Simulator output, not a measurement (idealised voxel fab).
Herein follows the process module entitled voxel released beams.
Section cut is 145 nm wide and gridded with 5 nm square cells.
How to read a cross-section here: the picture is a grid of square cells, written as bands going from the top down, and any band can span one or more rows of cells. What a band's entry tells you: where the top is and where the bottom is, as heights in nm, and after that what lies inside, material by material from left to right, each with its width in nm. Empty space is written as the word "air", and a single material marked with the word "all across" occupies the band from edge to edge. Below 0: as-received wafer, all one material; heights counted from there. Lowest band: no bottom, goes on down, written "0 down". A width given as "30->40" starts at the first number in the band's top row and ends at the second number in its bottom row, shifting by an equal amount at every step from row to row. "no change occurred" for a step: no cell of the cross-section changed in that step. You'll see "Sealed void list" listing empty spaces that have no way open to the top, as long as they're 8 cells or more; the notation is width x height at distance, where the distance is from the left edge, and all of it is in nm. Step line, after settings: the simulator's comment on this step. "overlay nm" denotes, for a step that has a mask, the displacement of the mask to the right of its planned place, with negative values corresponding to the left.

# The following list gives the planned process steps
1 RECEIVE [material Si]
2 CONFORMAL_DEP [material Al2O3] [thk nm 5]
3 DIRECTIONAL_DEP [material SiO2] [thk nm 15]
4 PATTERN [tone open] [mask id ANCHOR] [material resist] [width nm 45] [thk nm 15] [overlay nm 0]
5 DIRECTIONAL_ETCH [etch materials SiO2] [depth nm 15]
6 STRIP [etch materials resist]
7 CONFORMAL_DEP [material W] [thk nm 15]
8 MASKED_ETCH [tone cover] [mask id BEAM] [width nm 95] [etch materials W] [depth nm 15] [overlay nm 0]
9 STRIP [etch materials SiO2]

# The first of a set of two wafers, run to plan

# Cross-section: wafer on arrival = after step 1
    0 down  Si all across
    Sealed void list: none

# Step 2 done - wafer cross-section
    5 to 0  Al2O3 all across
    Everything under 0 stays put, no change at all.

# Step 3 done - wafer cross-section
    20 to 5  SiO2 all across
    Everything under 5 stays put, no change at all.

# Step 4 done - wafer cross-section
    35 to 20  25 nm resist / 45 nm air / 75 nm resist
    Everything under 20 stays put, no change at all.

# Step 5 done - wafer cross-section
    35 to 20  25 nm resist / 45 nm air / 75 nm resist
    20 to 5  25 nm SiO2 / 45 nm air / 75 nm SiO2
    Everything under 5 stays put, no change at all.

# Step 6 done - wafer cross-section
    20 to 5  25 nm SiO2 / 45 nm air / 75 nm SiO2
    Everything under 5 stays put, no change at all.

# Step 7 done - wafer cross-section
    35 to 20  40 nm W / 15 nm air / 90 nm W
    20 to 5  25 nm SiO2 / 45 nm W / 75 nm SiO2
    Everything under 5 stays put, no change at all.

# Step 8 done - wafer cross-section
    35 to 20  20 nm air / 20 nm W / 15 nm air / 60 nm W / 30 nm air
    Everything under 20 stays put, no change at all.

# Step 9 done - wafer cross-section
    35 to 20  20 nm air / 20 nm W / 15 nm air / 60 nm W / 30 nm air
    20 to 5  25 nm air / 45 nm W / 75 nm air
    Everything under 5 stays put, no change at all.

# Wafer two. Identical start, identical plan. One mistake in execution. Identical history through step 6

# Look at the second wafer in cross-section at the time step 7 ought to have finished
    50 to 20  W all across
    20 to 5  25 nm SiO2 / 45 nm W / 75 nm SiO2
    Everything under 5 stays put, no change at all.

# Look at the second wafer in cross-section at the time step 8 ought to have finished
    50 to 35  20 nm air / 95 nm W / 30 nm air
    Everything under 35 stays put, no change at all.

Look at the second wafer in cross-section at the time step 9 ought to have finished: no change occurred
In executing the process, a mistake was made relative to the plan: step 7 was run twice
at the end the second wafer has, in cells: +60 SiO2, +96 W
